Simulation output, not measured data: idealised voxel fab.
voxel self aligned vias: a process module
Shown is cross-section cut, with a width of 295 nm and square cells of size 5 nm.
Each cross-section below is a grid of square cells, stated as bands in top-down order, with one or more rows of cells making up each band. What a band's entry tells you: where the top is and where the bottom is, as heights in nm, and after that what lies inside, material by material from left to right, each with its width in nm. Empty space is written as the word "empty", and a single material marked with the word "everywhere" occupies the band from edge to edge. Heights are reckoned from 0. Under this level, the received wafer is all of one material. The bottommost band is open-ended downward, for example "0 nm and below". The notation "30 to 40" denotes a width that varies across the rows of cells in the band, beginning at the first number in the top row, finishing at the second number in the bottom row, and changing by an identical amount from each row to the next. A step reported as "stayed the same" is a step in which no cell of the cross-section changed. Listed in "Closed void entries": every empty space of 8 or more cells without an open way to the top. Form: width x height at distance, the distance being from the left edge, all in nm. Note: text after step settings on the step line = simulator remark on that step. You can add "overlay nm" to a step's line. For a step with a mask, it describes how far the mask lay to the right of its planned position, and a negative number describes a lay to the left.
This section lists the process steps that were planned:
1) RECEIVE [material Si]
2) CONFORMAL_DEP [material SiO2] [thk nm 10]
3) CONFORMAL_DEP [material SiCN] [thk nm 5]
4) DIRECTIONAL_DEP [material lowk] [thk nm 25]
5) DIRECTIONAL_DEP [material aC] [thk nm 10]
6) PATTERN [tone open] [mask id LINES] [material resist] [width nm 25] [pitch nm 50] [thk nm 30] [overlay nm 0]
7) DIRECTIONAL_ETCH [etch materials aC] [depth nm 10]
8) STRIP [etch materials resist]
9) DIRECTIONAL_ETCH [etch materials lowk] [depth nm 25]
10) STRIP [etch materials aC]
11) CONFORMAL_DEP [material TiN] [thk nm 5]
12) FILL_DEP [material Ru] [thk nm 5]
13) CMP [height nm 40]
14) SELECTIVE_ETCH [etch materials W Ru TiN] [depth nm 5]
15) FILL_DEP [material SiN] [thk nm 10]
16) CMP [height nm 40]
17) DIRECTIONAL_DEP [material lowk] [thk nm 15]
18) PATTERN [tone open] [mask id VIAS] [material resist] [width nm 35] [thk nm 15] [overlay nm 0]
19) DIRECTIONAL_ETCH [etch materials lowk] [depth nm 15]
20) DIRECTIONAL_ETCH [etch materials SiN] [depth nm 5]
21) STRIP [etch materials resist]
22) CONFORMAL_DEP [material TiN] [thk nm 5]
23) FILL_DEP [material Cu] [thk nm 10]
24) CMP [height nm 55]
25) CONFORMAL_DEP [material SiCN] [thk nm 5]
Cross-section: wafer on arrival = after step 1:
0 nm and below: Si everywhere
Closed void entries: none
The first of two wafers, cross-sectioned at the end of the module, with the run proceeding as planned:
60 nm to 55 nm: SiCN everywhere
55 nm to 45 nm: lowk (105), TiN (5), Cu (25), TiN (5), lowk (155)
45 nm to 40 nm: lowk (105), TiN (10), Cu (15), TiN (10), lowk (155)
40 nm to 35 nm: lowk (110), TiN (25), lowk (25), SiN (25), lowk (110)
35 nm to 20 nm: lowk (110), TiN (5), Ru (15), TiN (5), lowk (25), TiN (5), Ru (15), TiN (5), lowk (110)
20 nm to 15 nm: lowk (110), TiN (25), lowk (25), TiN (25), lowk (110)
15 nm to 10 nm: SiCN everywhere
10 nm to 0 nm: SiO2 everywhere
0 nm and below: Si everywhere
Closed void entries: none
Wafer two (of two), end-of-module cross-section: start = wafer one, plan = wafer one, one run mistake:
60 nm to 55 nm: SiCN everywhere
55 nm to 45 nm: Cu (100), TiN (5), lowk (35), TiN (5), Cu (150)
45 nm to 40 nm: TiN (105), lowk (35), TiN (25), Cu (15), TiN (115)
40 nm to 35 nm: lowk (110), SiN (25), lowk (25), TiN (25), lowk (110)
35 nm to 20 nm: lowk (110), TiN (5), Ru (15), TiN (5), lowk (25), TiN (5), Ru (15), TiN (5), lowk (110)
20 nm to 15 nm: lowk (110), TiN (25), lowk (25), TiN (25), lowk (110)
15 nm to 10 nm: SiCN everywhere
10 nm to 0 nm: SiO2 everywhere
0 nm and below: Si everywhere
Closed void entries: none
Diagnosis: step 18, actual vs plan mismatch, actual run PATTERN [tone cover] [mask id VIAS] [material resist] [width nm 35] [thk nm 15] [overlay nm 0]
Count the cells at the end and the second wafer has more or fewer of some materials than the first: 90 more of Cu | 45 more of TiN | 135 fewer of lowk
